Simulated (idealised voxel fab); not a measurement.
The document below concerns the process module designated voxel transistor to metal.
Section cut is 190 nm wide and gridded with 5 nm square cells.
Cross-section layout: square cells on a grid; listed as bands, top to bottom; a band spans one or more cell rows.
Quick guide to a band line: top height, bottom height (nm) up front; then every material left to right with its width in nm. Only one material and it's marked "full width"? Then it fills the band edge to edge. And "air" just means empty space.
Heights are expressed relative to 0, this being the level below which the as-received wafer comprises one material exclusively. The lowest band is unbounded in the downward direction and is denoted as in "z 0 and below".
You'd read "30->40" like this: the band's top row of cells is as wide as the first number, its bottom row is as wide as the second, and going down, every row changes width by the same amount as the row before did.
Basically "no modifications" means that step didn't change any cell in the cross-section.
What "Catalogued sealed voids" gives you is every empty space of 8 cells or more that is cut off from the top. Each appears as width x height at distance, with the distance taken from the left edge and width, height and distance all in nm.
Anything after a step's settings on that line? It's the simulator's own note about the step.
"overlay nm", when on a step's line for a step with a mask, measures how far to the right of its planned place the mask lay; a negative measure means to the left.
The process steps that were planned are listed below:
step 1: op RECEIVE | material Si
step 2: op OXIDIZE | depth nm 5
step 3: op CONFORMAL_DEP | material SiN | thk nm 15
step 4: op PATTERN | tone cover | mask id ACTIVE | material resist | width nm 105 | thk nm 20 | overlay nm 0
step 5: op DIRECTIONAL_ETCH | etch materials SiN | depth nm 15
step 6: op DIRECTIONAL_ETCH | etch materials SiO2 | depth nm 5
step 7: op DIRECTIONAL_ETCH | etch materials Si | depth nm 30
step 8: op STRIP | etch materials resist
step 9: op FILL_DEP | material SiO2 | thk nm 10
step 10: op CMP | height nm 15
step 11: op SELECTIVE_ETCH | etch materials SiO2 | depth nm 5
step 12: op STRIP | etch materials SiN
step 13: op SELECTIVE_ETCH | etch materials SiO2 | depth nm 5
step 14: op OXIDIZE | depth nm 5
step 15: op DIRECTIONAL_DEP | material polySi | thk nm 30
step 16: op DIRECTIONAL_DEP | material SiCN | thk nm 15
step 17: op DIRECTIONAL_DEP | material aC | thk nm 10
step 18: op PATTERN | tone cover | mask id GATE | material resist | width nm 35 | thk nm 25 | overlay nm 0
step 19: op DIRECTIONAL_ETCH | etch materials aC | depth nm 10
step 20: op STRIP | etch materials resist
step 21: op DIRECTIONAL_ETCH | etch materials SiCN | depth nm 25
step 22: op DIRECTIONAL_ETCH | etch materials polySi | depth nm 40
step 23: op STRIP | etch materials aC
step 24: op CONFORMAL_DEP | material SiO2 | thk nm 5
step 25: op DIRECTIONAL_ETCH | etch materials SiO2 | depth nm 5
step 26: op CONFORMAL_DEP | material SiN | thk nm 10
step 27: op DIRECTIONAL_ETCH | etch materials SiN | depth nm 10
step 28: op DIRECTIONAL_ETCH | etch materials SiO2 | depth nm 5
step 29: op DIRECTIONAL_ETCH | etch materials Si | depth nm 10
step 30: op EPI | material pSi | thk nm 15
step 31: op FILL_DEP | material SiO2 | thk nm 10
step 32: op CMP | height nm 25
step 33: op STRIP | etch materials polySi
step 34: op SELECTIVE_ETCH | etch materials SiO2 | depth nm 5
step 35: op CONFORMAL_DEP | material HfO2 | thk nm 5
step 36: op CONFORMAL_DEP | material TiN | thk nm 5
step 37: op FILL_DEP | material W | thk nm 10
step 38: op CMP | height nm 20
step 39: op DIRECTIONAL_DEP | material SiO2 | thk nm 10
step 40: op MASKED_ETCH | tone open | mask id CONTACT | width nm 15 | pitch nm 80 | etch materials SiO2 | depth nm 25 | overlay nm 0
step 41: op CONFORMAL_DEP | material TiN | thk nm 5
step 42: op FILL_DEP | material Ru | thk nm 5
step 43: op CMP | height nm 30
step 44: op DIRECTIONAL_DEP | material TiN | thk nm 5
step 45: op DIRECTIONAL_DEP | material W | thk nm 15
step 46: op DIRECTIONAL_DEP | material aC | thk nm 10
step 47: op PATTERN | tone cover | mask id METAL_1 | material resist | width nm 15 | pitch nm 80 | thk nm 25 | overlay nm 0
step 48: op DIRECTIONAL_ETCH | etch materials aC | depth nm 10
step 49: op STRIP | etch materials resist
step 50: op DIRECTIONAL_ETCH | etch materials W | depth nm 15
step 51: op DIRECTIONAL_ETCH | etch materials TiN | depth nm 5
step 52: op STRIP | etch materials aC
step 53: op FILL_DEP | material lowk | thk nm 5
step 54: op CMP | height nm 40
step 55: op CONFORMAL_DEP | material SiCN | thk nm 5
It is noted that the wafers described herein are identical at the outset and are distinguished by the height nm of step 54; the value stated in the plan corresponds to the first wafer.
As received, i.e. after step 1: cross-section through the first of several wafers:
- z 0 and below  Si full width
- Catalogued sealed voids: none
The rows of the table below are wafers. Looking at the end of the module, a row counts, for every material, the cells the wafer has gained, shown as (+), or lost, shown as (-), since it was received; its closed voids come next:
height nm 40, +19 HfO2, +8 Ru, -169 Si, +38 SiCN, +28 SiN, +265 SiO2, +43 TiN, +26 W, +64 lowk, +20 pSi, Catalogued sealed voids: none
height nm 45, +19 HfO2, +8 Ru, -169 Si, +38 SiCN, +28 SiN, +265 SiO2, +43 TiN, +32 W, +96 lowk, +20 pSi, Catalogued sealed voids: none
height nm 50, +19 HfO2, +8 Ru, -169 Si, +38 SiCN, +28 SiN, +265 SiO2, +43 TiN, +38 W, +128 lowk, +20 pSi, Catalogued sealed voids: none
height nm 55, +19 HfO2, +8 Ru, -169 Si, +38 SiCN, +28 SiN, +265 SiO2, +43 TiN, +38 W, +166 lowk, +20 pSi, Catalogued sealed voids: none
